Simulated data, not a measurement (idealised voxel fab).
process module | voxel wiring stack
cross-section cut | 235 nm wide | cells 5 nm
A cross-section is a grid of square cells, given in bands from the top down. A band is one or more rows of cells.
Each band's line starts with the height of the band's top and of its bottom, in nm. Then come its materials from left to right, each with its width in nm. One material with "throughout" fills the band from edge to edge. "air" is empty space.
Height 0 is the level under which the wafer as received is all one material. The lowest band goes on downwards, as in "0 down".
A width such as "30 to 40" changes by the same amount from each row of cells to the next, from the band's top row to its bottom row.
"no change" after a step means that no cell of the cross-section changed.
closed voids: empty space of 8 cells or more with no open way to the top, each as width x height at its distance from the left edge, in nm
after a step's settings: what the simulator itself notes on the step
overlay nm, on a step with a mask: how far to the right of its planned place the mask lay; to the left if negative
plan
1 op RECEIVE | material Si
2 op CONFORMAL_DEP | material SiO2 | thk nm 10
3 op CONFORMAL_DEP | material SiCN | thk nm 5
4 op DIRECTIONAL_DEP | material SiO2 | thk nm 25
5 op MASKED_ETCH | tone open | mask id METAL_1 | width nm 25 | pitch nm 45 | etch materials SiO2 | depth nm 25 | overlay nm 0
6 op MASKED_ETCH | tone open | mask id METAL_1 | width nm 25 | pitch nm 45 | etch materials SiCN | depth nm 5 | overlay nm 0
7 op CONFORMAL_DEP | material TiN | thk nm 5
8 op FILL_DEP | material Cu | thk nm 10
9 op CMP | height nm 40
10 op CONFORMAL_DEP | material SiCN | thk nm 5
11 op DIRECTIONAL_DEP | material lowk | thk nm 30
12 op DIRECTIONAL_DEP | material aC | thk nm 10
13 op PATTERN | tone open | mask id METAL_2_HOLES | material resist | width nm 15 | pitch nm 90 | thk nm 30 | overlay nm 0
14 op DIRECTIONAL_ETCH | etch materials aC | depth nm 10
15 op STRIP | etch materials resist
16 op DIRECTIONAL_ETCH | etch materials lowk | depth nm 30
17 op STRIP | etch materials aC
18 op MASKED_ETCH | tone open | mask id METAL_2 | width nm 25 | pitch nm 45 | etch materials lowk | depth nm 20 | overlay nm 0
19 op MASKED_ETCH | tone open | mask id METAL_2 | width nm 25 | pitch nm 45 | etch materials SiCN | depth nm 5 | overlay nm 0
20 op CONFORMAL_DEP | material TiN | thk nm 5
21 op FILL_DEP | material Cu | thk nm 5
22 op CMP | height nm 75
23 op CONFORMAL_DEP | material SiCN | thk nm 5
24 op DIRECTIONAL_DEP | material lowk | thk nm 20
25 op MASKED_ETCH | tone open | mask id PLUG_2 | width nm 15 | pitch nm 90 | etch materials lowk | depth nm 20 | overlay nm 0
26 op MASKED_ETCH | tone open | mask id PLUG_2 | width nm 15 | pitch nm 90 | etch materials SiCN | depth nm 5 | overlay nm 0
27 op EPI | material Ru | thk nm 10
28 op EPI | material Ru | thk nm 10
29 op EPI | material Ru | thk nm 5
30 op CONFORMAL_DEP | material SiN | thk nm 5
31 op DIRECTIONAL_DEP | material lowk | thk nm 15
32 op PATTERN | tone open | mask id METAL_3 | material resist | width nm 25 | pitch nm 45 | thk nm 20 | overlay nm 0
33 op DIRECTIONAL_ETCH | etch materials lowk | depth nm 15
34 op DIRECTIONAL_ETCH | etch materials SiN | depth nm 5
35 op STRIP | etch materials resist
36 op CONFORMAL_DEP | material TiN | thk nm 5
37 op FILL_DEP | material Cu | thk nm 10
38 op CMP | height nm 120
39 op EPI | material Ru | thk nm 5
40 op FILL_DEP | material SiCN | thk nm 5
41 op DIRECTIONAL_DEP | material SiO2 | thk nm 10
42 op PATTERN | tone open | mask id PLUG_3 | material resist | width nm 15 | pitch nm 45 | thk nm 15 | overlay nm 0
43 op DIRECTIONAL_ETCH | etch materials SiO2 | depth nm 10
44 op DIRECTIONAL_ETCH | etch materials SiCN | depth nm 5
45 op STRIP | etch materials resist
46 op EPI | material Ru | thk nm 10
47 op EPI | material Ru | thk nm 5
48 op CONFORMAL_DEP | material SiCN | thk nm 5
49 op DIRECTIONAL_DEP | material SiO2 | thk nm 20
50 op PATTERN | tone open | mask id METAL_4 | material resist | width nm 25 | pitch nm 45 | thk nm 15 | overlay nm 0
51 op DIRECTIONAL_ETCH | etch materials SiO2 | depth nm 20
52 op DIRECTIONAL_ETCH | etch materials SiCN | depth nm 5
53 op STRIP | etch materials resist
54 op CONFORMAL_DEP | material TiN | thk nm 5
55 op FILL_DEP | material W | thk nm 10
56 op CMP | height nm 165
57 op CONFORMAL_DEP | material SiCN | thk nm 5
as received, after step 1
  0 down: Si throughout
  closed voids: none
first wafer at the end, as planned
  170 to 165: SiCN throughout
  165 to 145: SiO2 60 | TiN 5 | W 15 | TiN 5 | SiO2 20 | TiN 5 | W 15 | TiN 5 | SiO2 20 | TiN 5 | W 15 | TiN 5 | SiO2 60
  145 to 140: SiCN 60 | TiN 25 | SiCN 20 | TiN 25 | SiCN 20 | TiN 25 | SiCN 60
  140 to 130: SiO2 60 | Ru 15 | SiO2 30 | Ru 15 | SiO2 30 | Ru 15 | SiO2 70
  130 to 120: SiCN 60 to 55 | Ru 15 to 35 | SiCN 30 to 10 | Ru 15 to 35 | SiCN 30 to 10 | Ru 15 to 35 | SiCN 70 to 55
  120 to 105: lowk 60 | TiN 5 | Cu 15 | TiN 5 | lowk 20 | TiN 5 | Cu 15 | TiN 5 | lowk 20 | TiN 5 | Cu 15 | TiN 5 | lowk 60
  105 to 100: SiN 60 | TiN 25 | SiN 20 | TiN 25 | SiN 20 | TiN 25 | SiN 60
  100 to 80: lowk 60 | Ru 15 | lowk 75 | Ru 15 | lowk 70
  80 to 75: SiCN 60 | Ru 15 | SiCN 75 | Ru 15 | SiCN 70
  75 to 60: lowk 60 | TiN 5 | Cu 15 | TiN 5 | lowk 20 | TiN 5 | Cu 15 | TiN 5 | lowk 20 | TiN 5 | Cu 15 | TiN 5 | lowk 60
  60 to 55: lowk 60 | TiN 5 | Cu 5 | TiN 15 | lowk 20 | TiN 25 | lowk 20 | TiN 5 | Cu 5 | TiN 15 | lowk 60
  55 to 45: lowk 60 | TiN 5 | Cu 5 | TiN 5 | lowk 75 | TiN 5 | Cu 5 | TiN 5 | lowk 70
  45 to 40: SiCN 60 | TiN 15 | SiCN 75 | TiN 15 | SiCN 70
  40 to 15: SiO2 60 | TiN 5 | Cu 15 | TiN 5 | SiO2 20 | TiN 5 | Cu 15 | TiN 5 | SiO2 20 | TiN 5 | Cu 15 | TiN 5 | SiO2 60
  15 to 10: SiCN 60 | TiN 25 | SiCN 20 | TiN 25 | SiCN 20 | TiN 25 | SiCN 60
  10 to 0: SiO2 throughout
  0 down: Si throughout
  closed voids: none
second wafer at the end: like start, like plan, one mistake
  170 to 165: SiCN throughout
  165 to 145: SiO2 60 | TiN 5 | W 15 | TiN 5 | SiO2 20 | TiN 5 | W 15 | TiN 5 | SiO2 20 | TiN 5 | W 15 | TiN 5 | SiO2 60
  145 to 140: SiCN 60 | TiN 25 | SiCN 20 | TiN 25 | SiCN 20 | TiN 25 | SiCN 60
  140 to 130: SiO2 60 | Ru 15 | SiO2 30 | Ru 15 | SiO2 30 | Ru 15 | SiO2 70
  130 to 120: SiCN 60 | Ru 15 to 30 | SiCN 30 to 15 | Ru 15 to 30 | SiCN 30 to 15 | Ru 15 to 30 | SiCN 70 to 55
  120 to 105: lowk 65 | TiN 5 | Cu 10 | TiN 5 | lowk 25 | TiN 5 | Cu 10 | TiN 5 | lowk 25 | TiN 5 | Cu 10 | TiN 5 | lowk 60
  105 to 100: SiN 65 | TiN 20 | SiN 25 | TiN 20 | SiN 25 | TiN 20 | SiN 60
  100 to 80: lowk 60 | Ru 15 | lowk 75 | Ru 15 | lowk 70
  80 to 75: SiCN 60 | Ru 15 | SiCN 75 | Ru 15 | SiCN 70
  75 to 60: lowk 60 | TiN 5 | Cu 15 | TiN 5 | lowk 20 | TiN 5 | Cu 15 | TiN 5 | lowk 20 | TiN 5 | Cu 15 | TiN 5 | lowk 60
  60 to 55: lowk 60 | TiN 5 | Cu 5 | TiN 15 | lowk 20 | TiN 25 | lowk 20 | TiN 5 | Cu 5 | TiN 15 | lowk 60
  55 to 45: lowk 60 | TiN 5 | Cu 5 | TiN 5 | lowk 75 | TiN 5 | Cu 5 | TiN 5 | lowk 70
  45 to 40: SiCN 60 | TiN 15 | SiCN 75 | TiN 15 | SiCN 70
  40 to 15: SiO2 60 | TiN 5 | Cu 15 | TiN 5 | SiO2 20 | TiN 5 | Cu 15 | TiN 5 | SiO2 20 | TiN 5 | Cu 15 | TiN 5 | SiO2 60
  15 to 10: SiCN 60 | TiN 25 | SiCN 20 | TiN 25 | SiCN 20 | TiN 25 | SiCN 60
  10 to 0: SiO2 throughout
  0 down: Si throughout
  closed voids: none
what went wrong: step 32 ran as: op PATTERN | tone open | mask id METAL_3 | material resist | width nm 20 | pitch nm 45 | thk nm 20 | overlay nm 0
at the end the second wafer has, in cells: 9 fewer of Cu | 3 fewer of Ru | 3 more of SiCN | 3 more of SiN | 3 fewer of TiN | 9 more of lowk
